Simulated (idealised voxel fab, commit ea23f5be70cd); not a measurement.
Process module under the name voxel capacitor over wiring
The cross-section shown here is cut; it is 205 nm wide and divided into square cells measuring 5 nm on a side.
Cross-section spec: square-cell grid; bands listed top down; each band is one or more rows. Heights first: top, then bottom, in nm. Then materials, left to right, each with a width in nm. "all across" on a single material: fills the band edge to edge. "blank": empty space. Heads up on the height convention: 0 is the point under which the incoming wafer is all one material, and the lowest band has no bottom, it just keeps going down, like "0 down". Width: "30->40" (first number = top row, second number = bottom row, same change from row to row of cells). Any step labelled "left unchanged" changed none of the cells in the cross-section. What "Closed internal voids" gives you is every empty space of 8 cells or more that is cut off from the top. Each appears as width x height at distance, with the distance taken from the left edge and width, height and distance all in nm. On each step's line, the part that comes after the settings is the simulator's own comment on the step. "overlay nm" denotes, for a step that has a mask, the displacement of the mask to the right of its planned place, with negative values corresponding to the left.

Process steps (planned)
1) RECEIVE with material Si
2) CONFORMAL_DEP with material SiO2, thk nm 10
3) CONFORMAL_DEP with material SiCN, thk nm 5
4) DIRECTIONAL_DEP with material lowk, thk nm 15
5) PATTERN with tone open, mask id METAL_1, material resist, width nm 25, pitch nm 95, thk nm 15, overlay nm 0
6) DIRECTIONAL_ETCH with etch materials lowk, depth nm 15
7) DIRECTIONAL_ETCH with etch materials SiCN, depth nm 5
8) STRIP with etch materials resist
9) CONFORMAL_DEP with material TiN, thk nm 5
10) FILL_DEP with material Cu, thk nm 5
11) CMP with height nm 30
12) EPI with material Ru, thk nm 5
13) FILL_DEP with material SiCN, thk nm 5
14) DIRECTIONAL_DEP with material lowk, thk nm 15
15) DIRECTIONAL_DEP with material aC, thk nm 15
16) PATTERN with tone open, mask id PLUG_1, material resist, width nm 15, thk nm 35, overlay nm 0
17) DIRECTIONAL_ETCH with etch materials aC, depth nm 15
18) STRIP with etch materials resist
19) DIRECTIONAL_ETCH with etch materials lowk, depth nm 15
20) DIRECTIONAL_ETCH with etch materials SiCN, depth nm 5
21) STRIP with etch materials aC
22) EPI with material Ru, thk nm 10
23) EPI with material Ru, thk nm 10
24) DIRECTIONAL_DEP with material TiN, thk nm 10
25) DIRECTIONAL_DEP with material Al2O3, thk nm 5
26) DIRECTIONAL_DEP with material TiN, thk nm 5
27) MASKED_ETCH with tone cover, mask id UPPER_PLATE, width nm 75, etch materials TiN, depth nm 5, overlay nm 0
28) MASKED_ETCH with tone cover, mask id UPPER_PLATE, width nm 75, etch materials Al2O3, depth nm 5, overlay nm 0
29) PATTERN with tone cover, mask id LOWER_PLATE, material resist, width nm 85, thk nm 20, overlay nm 0
30) DIRECTIONAL_ETCH with etch materials TiN, depth nm 10
31) STRIP with etch materials resist
32) FILL_DEP with material SiO2, thk nm 20
33) CMP with height nm 90
34) DIRECTIONAL_DEP with material aC, thk nm 10
35) PATTERN with tone open, mask id PLUG_2, material resist, width nm 15, thk nm 30, overlay nm 0
36) DIRECTIONAL_ETCH with etch materials aC, depth nm 10
37) STRIP with etch materials resist
38) DIRECTIONAL_ETCH with etch materials SiO2, depth nm 15
39) STRIP with etch materials aC
40) CONFORMAL_DEP with material TiN, thk nm 5
41) FILL_DEP with material Ru, thk nm 5
42) CMP with height nm 90
43) CONFORMAL_DEP with material SiN, thk nm 5

First wafer, two in total, run as planned

Cross-section: wafer on arrival = after step 1
* 0 down = Si all across
* Closed internal voids: none

Step 2 done - wafer cross-section
* 10 to 0 = SiO2 all across
* Everything under 0 stays put, no change at all.

Step 3 done - wafer cross-section
* 15 to 10 = SiCN all across
* Everything under 10 stays put, no change at all.

Step 4 done - wafer cross-section
* 30 to 15 = lowk all across
* Everything under 15 stays put, no change at all.

Step 5 done - wafer cross-section
* 45 to 30 = 40 nm resist | 25 nm blank | 70 nm resist | 25 nm blank | 45 nm resist
* Everything under 30 stays put, no change at all.

Step 6 done - wafer cross-section
* 45 to 30 = 40 nm resist | 25 nm blank | 70 nm resist | 25 nm blank | 45 nm resist
* 30 to 15 = 40 nm lowk | 25 nm blank | 70 nm lowk | 25 nm blank | 45 nm lowk
* Everything under 15 stays put, no change at all.

Step 7 done - wafer cross-section
* 45 to 30 = 40 nm resist | 25 nm blank | 70 nm resist | 25 nm blank | 45 nm resist
* 30 to 15 = 40 nm lowk | 25 nm blank | 70 nm lowk | 25 nm blank | 45 nm lowk
* 15 to 10 = 40 nm SiCN | 25 nm blank | 70 nm SiCN | 25 nm blank | 45 nm SiCN
* Everything under 10 stays put, no change at all.

Step 8 done - wafer cross-section
* 30 to 15 = 40 nm lowk | 25 nm blank | 70 nm lowk | 25 nm blank | 45 nm lowk
* Everything under 15 stays put, no change at all.

Step 9 done - wafer cross-section
* 35 to 30 = 45 nm TiN | 15 nm blank | 80 nm TiN | 15 nm blank | 50 nm TiN
* 30 to 15 = 40 nm lowk | 5 nm TiN | 15 nm blank | 5 nm TiN | 70 nm lowk | 5 nm TiN | 15 nm blank | 5 nm TiN | 45 nm lowk
* 15 to 10 = 40 nm SiCN | 25 nm TiN | 70 nm SiCN | 25 nm TiN | 45 nm SiCN
* Everything under 10 stays put, no change at all.

Step 10 done - wafer cross-section
* 40 to 35 = Cu all across
* 35 to 30 = 45 nm TiN | 15 nm Cu | 80 nm TiN | 15 nm Cu | 50 nm TiN
* 30 to 15 = 40 nm lowk | 5 nm TiN | 15 nm Cu | 5 nm TiN | 70 nm lowk | 5 nm TiN | 15 nm Cu | 5 nm TiN | 45 nm lowk
* Everything under 15 stays put, no change at all.

Step 11 done - wafer cross-section
* 30 to 15 = 40 nm lowk | 5 nm TiN | 15 nm Cu | 5 nm TiN | 70 nm lowk | 5 nm TiN | 15 nm Cu | 5 nm TiN | 45 nm lowk
* Everything under 15 stays put, no change at all.

Step 12 done - wafer cross-section
* 35 to 30 = 35 nm blank | 35 nm Ru | 60 nm blank | 35 nm Ru | 40 nm blank
* Everything under 30 stays put, no change at all.

Step 13 done - wafer cross-section
* 40 to 35 = SiCN all across
* 35 to 30 = 35 nm SiCN | 35 nm Ru | 60 nm SiCN | 35 nm Ru | 40 nm SiCN
* Everything under 30 stays put, no change at all.

Step 14 done - wafer cross-section
* 55 to 40 = lowk all across
* Everything under 40 stays put, no change at all.

Step 15 done - wafer cross-section
* 70 to 55 = aC all across
* Everything under 55 stays put, no change at all.

Step 16 done - wafer cross-section
* 105 to 70 = 50 nm resist | 15 nm blank | 140 nm resist
* Everything under 70 stays put, no change at all.

Step 17 done - wafer cross-section
* 90 to 70 = 50 nm resist | 15 nm blank | 140 nm resist
* 70 to 55 = 50 nm aC | 15 nm blank | 140 nm aC
* Everything under 55 stays put, no change at all.

Step 18 done - wafer cross-section
* 70 to 55 = 50 nm aC | 15 nm blank | 140 nm aC
* Everything under 55 stays put, no change at all.

Step 19 done - wafer cross-section
* 70 to 55 = 50 nm aC | 15 nm blank | 140 nm aC
* 55 to 40 = 50 nm lowk | 15 nm blank | 140 nm lowk
* Everything under 40 stays put, no change at all.

Step 20 done - wafer cross-section
* 70 to 55 = 50 nm aC | 15 nm blank | 140 nm aC
* 55 to 40 = 50 nm lowk | 15 nm blank | 140 nm lowk
* 40 to 35 = 50 nm SiCN | 15 nm blank | 140 nm SiCN
* Everything under 35 stays put, no change at all.

Step 21 done - wafer cross-section
* 55 to 40 = 50 nm lowk | 15 nm blank | 140 nm lowk
* Everything under 40 stays put, no change at all.

Step 22 done - wafer cross-section
* 55 to 45 = 50 nm lowk | 15 nm blank | 140 nm lowk
* 45 to 40 = 50 nm lowk | 15 nm Ru | 140 nm lowk
* 40 to 35 = 50 nm SiCN | 15 nm Ru | 140 nm SiCN
* Everything under 35 stays put, no change at all.

Step 23 done - wafer cross-section
* 55 to 40 = 50 nm lowk | 15 nm Ru | 140 nm lowk
* Everything under 40 stays put, no change at all.

Step 24 done - wafer cross-section
* 65 to 55 = TiN all across
* Everything under 55 stays put, no change at all.

Step 25 done - wafer cross-section
* 70 to 65 = Al2O3 all across
* Everything under 65 stays put, no change at all.

Step 26 done - wafer cross-section
* 75 to 70 = TiN all across
* Everything under 70 stays put, no change at all.

Step 27 done - wafer cross-section
* 75 to 70 = 50 nm blank | 75 nm TiN | 80 nm blank
* Everything under 70 stays put, no change at all.

Step 28 done - wafer cross-section
* 75 to 70 = 50 nm blank | 75 nm TiN | 80 nm blank
* 70 to 65 = 50 nm blank | 75 nm Al2O3 | 80 nm blank
* Everything under 65 stays put, no change at all.

Step 29 done - wafer cross-section
* 95 to 75 = 45 nm blank | 85 nm resist | 75 nm blank
* 75 to 70 = 45 nm blank | 5 nm resist | 75 nm TiN | 5 nm resist | 75 nm blank
* 70 to 65 = 45 nm blank | 5 nm resist | 75 nm Al2O3 | 5 nm resist | 75 nm blank
* Everything under 65 stays put, no change at all.

Step 30 done - wafer cross-section
* 95 to 75 = 45 nm blank | 85 nm resist | 75 nm blank
* 75 to 70 = 45 nm blank | 5 nm resist | 75 nm TiN | 5 nm resist | 75 nm blank
* 70 to 65 = 45 nm blank | 5 nm resist | 75 nm Al2O3 | 5 nm resist | 75 nm blank
* 65 to 55 = 45 nm blank | 85 nm TiN | 75 nm blank
* Everything under 55 stays put, no change at all.

Step 31 done - wafer cross-section
* 75 to 70 = 50 nm blank | 75 nm TiN | 80 nm blank
* 70 to 65 = 50 nm blank | 75 nm Al2O3 | 80 nm blank
* Everything under 65 stays put, no change at all.

Step 32 done - wafer cross-section
* 95 to 75 = SiO2 all across
* 75 to 70 = 50 nm SiO2 | 75 nm TiN | 80 nm SiO2
* 70 to 65 = 50 nm SiO2 | 75 nm Al2O3 | 80 nm SiO2
* 65 to 55 = 45 nm SiO2 | 85 nm TiN | 75 nm SiO2
* Everything under 55 stays put, no change at all.

Step 33 done - wafer cross-section
* 90 to 75 = SiO2 all across
* Everything under 75 stays put, no change at all.

Step 34 done - wafer cross-section
* 100 to 90 = aC all across
* Everything under 90 stays put, no change at all.

Step 35 done - wafer cross-section
* 130 to 100 = 60 nm resist | 15 nm blank | 130 nm resist
* Everything under 100 stays put, no change at all.

Step 36 done - wafer cross-section
* 120 to 100 = 60 nm resist | 15 nm blank | 130 nm resist
* 100 to 90 = 60 nm aC | 15 nm blank | 130 nm aC
* Everything under 90 stays put, no change at all.

Step 37 done - wafer cross-section
* 100 to 90 = 60 nm aC | 15 nm blank | 130 nm aC
* Everything under 90 stays put, no change at all.

Step 38 done - wafer cross-section
* 100 to 90 = 60 nm aC | 15 nm blank | 130 nm aC
* 90 to 75 = 60 nm SiO2 | 15 nm blank | 130 nm SiO2
* Everything under 75 stays put, no change at all.

Step 39 done - wafer cross-section
* 90 to 75 = 60 nm SiO2 | 15 nm blank | 130 nm SiO2
* Everything under 75 stays put, no change at all.

Step 40 done - wafer cross-section
* 95 to 90 = 65 nm TiN | 5 nm blank | 135 nm TiN
* 90 to 80 = 60 nm SiO2 | 5 nm TiN | 5 nm blank | 5 nm TiN | 130 nm SiO2
* 80 to 70 = 60->50 nm SiO2 | 15->75 nm TiN | 130->80 nm SiO2
* Everything under 70 stays put, no change at all.

Step 41 done - wafer cross-section
* 100 to 95 = Ru all across
* 95 to 90 = 65 nm TiN | 5 nm Ru | 135 nm TiN
* 90 to 80 = 60 nm SiO2 | 5 nm TiN | 5 nm Ru | 5 nm TiN | 130 nm SiO2
* Everything under 80 stays put, no change at all.

Step 42 done - wafer cross-section
* 90 to 80 = 60 nm SiO2 | 5 nm TiN | 5 nm Ru | 5 nm TiN | 130 nm SiO2
* Everything under 80 stays put, no change at all.

Step 43 done - wafer cross-section
* 95 to 90 = SiN all across
* Everything under 90 stays put, no change at all.

The Second Wafer: Common Origin and Plan, One Mistake in Execution, Identical to the First Through Step 23

Second wafer, cut view, end of step 24 per plan
* 60 to 55 = TiN all across
* Everything under 55 stays put, no change at all.

Second wafer, cut view, end of step 25 per plan
* 65 to 60 = Al2O3 all across
* Everything under 60 stays put, no change at all.

Second wafer, cut view, end of step 26 per plan
* 70 to 65 = TiN all across
* Everything under 65 stays put, no change at all.

Second wafer, cut view, end of step 27 per plan
* 70 to 65 = 50 nm blank | 75 nm TiN | 80 nm blank
* Everything under 65 stays put, no change at all.

Second wafer, cut view, end of step 28 per plan
* 70 to 65 = 50 nm blank | 75 nm TiN | 80 nm blank
* 65 to 60 = 50 nm blank | 75 nm Al2O3 | 80 nm blank
* Everything under 60 stays put, no change at all.

Second wafer, cut view, end of step 29 per plan
* 90 to 70 = 45 nm blank | 85 nm resist | 75 nm blank
* 70 to 65 = 45 nm blank | 5 nm resist | 75 nm TiN | 5 nm resist | 75 nm blank
* 65 to 60 = 45 nm blank | 5 nm resist | 75 nm Al2O3 | 5 nm resist | 75 nm blank
* Everything under 60 stays put, no change at all.

Second wafer, cut view, end of step 30 per plan
* 90 to 70 = 45 nm blank | 85 nm resist | 75 nm blank
* 70 to 65 = 45 nm blank | 5 nm resist | 75 nm TiN | 5 nm resist | 75 nm blank
* 65 to 60 = 45 nm blank | 5 nm resist | 75 nm Al2O3 | 5 nm resist | 75 nm blank
* 60 to 55 = 45 nm blank | 85 nm TiN | 75 nm blank
* Everything under 55 stays put, no change at all.

Second wafer, cut view, end of step 31 per plan
* 70 to 65 = 50 nm blank | 75 nm TiN | 80 nm blank
* 65 to 60 = 50 nm blank | 75 nm Al2O3 | 80 nm blank
* Everything under 60 stays put, no change at all.

Second wafer, cut view, end of step 32 per plan
* 90 to 70 = SiO2 all across
* 70 to 65 = 50 nm SiO2 | 75 nm TiN | 80 nm SiO2
* 65 to 60 = 50 nm SiO2 | 75 nm Al2O3 | 80 nm SiO2
* 60 to 55 = 45 nm SiO2 | 85 nm TiN | 75 nm SiO2
* Everything under 55 stays put, no change at all.

Second wafer, cut view, end of step 33 per plan: left unchanged

Second wafer, cut view, end of step 34 per plan
* 100 to 90 = aC all across
* Everything under 90 stays put, no change at all.

Second wafer, cut view, end of step 35 per plan
* 130 to 100 = 60 nm resist | 15 nm blank | 130 nm resist
* Everything under 100 stays put, no change at all.

Second wafer, cut view, end of step 36 per plan
* 120 to 100 = 60 nm resist | 15 nm blank | 130 nm resist
* 100 to 90 = 60 nm aC | 15 nm blank | 130 nm aC
* Everything under 90 stays put, no change at all.

Second wafer, cut view, end of step 37 per plan
* 100 to 90 = 60 nm aC | 15 nm blank | 130 nm aC
* Everything under 90 stays put, no change at all.

Second wafer, cut view, end of step 38 per plan
* 100 to 90 = 60 nm aC | 15 nm blank | 130 nm aC
* 90 to 75 = 60 nm SiO2 | 15 nm blank | 130 nm SiO2
* Everything under 75 stays put, no change at all.

Second wafer, cut view, end of step 39 per plan
* 90 to 75 = 60 nm SiO2 | 15 nm blank | 130 nm SiO2
* Everything under 75 stays put, no change at all.

Second wafer, cut view, end of step 40 per plan
* 95 to 90 = 65 nm TiN | 5 nm blank | 135 nm TiN
* 90 to 80 = 60 nm SiO2 | 5 nm TiN | 5 nm blank | 5 nm TiN | 130 nm SiO2
* 80 to 75 = 60 nm SiO2 | 15 nm TiN | 130 nm SiO2
* Everything under 75 stays put, no change at all.

Second wafer, cut view, end of step 41 per plan
* 100 to 95 = Ru all across
* 95 to 90 = 65 nm TiN | 5 nm Ru | 135 nm TiN
* 90 to 80 = 60 nm SiO2 | 5 nm TiN | 5 nm Ru | 5 nm TiN | 130 nm SiO2
* Everything under 80 stays put, no change at all.

Second wafer, cut view, end of step 42 per plan
* 90 to 80 = 60 nm SiO2 | 5 nm TiN | 5 nm Ru | 5 nm TiN | 130 nm SiO2
* Everything under 80 stays put, no change at all.

Second wafer, cut view, end of step 43 per plan
* 95 to 90 = SiN all across
* Everything under 90 stays put, no change at all.
So what did we get wrong on this run? not per plan at step 24, really ran DIRECTIONAL_DEP with material TiN, thk nm 5
Final cells, second wafer relative to first, materials higher or lower: SiO2 +17, TiN -17
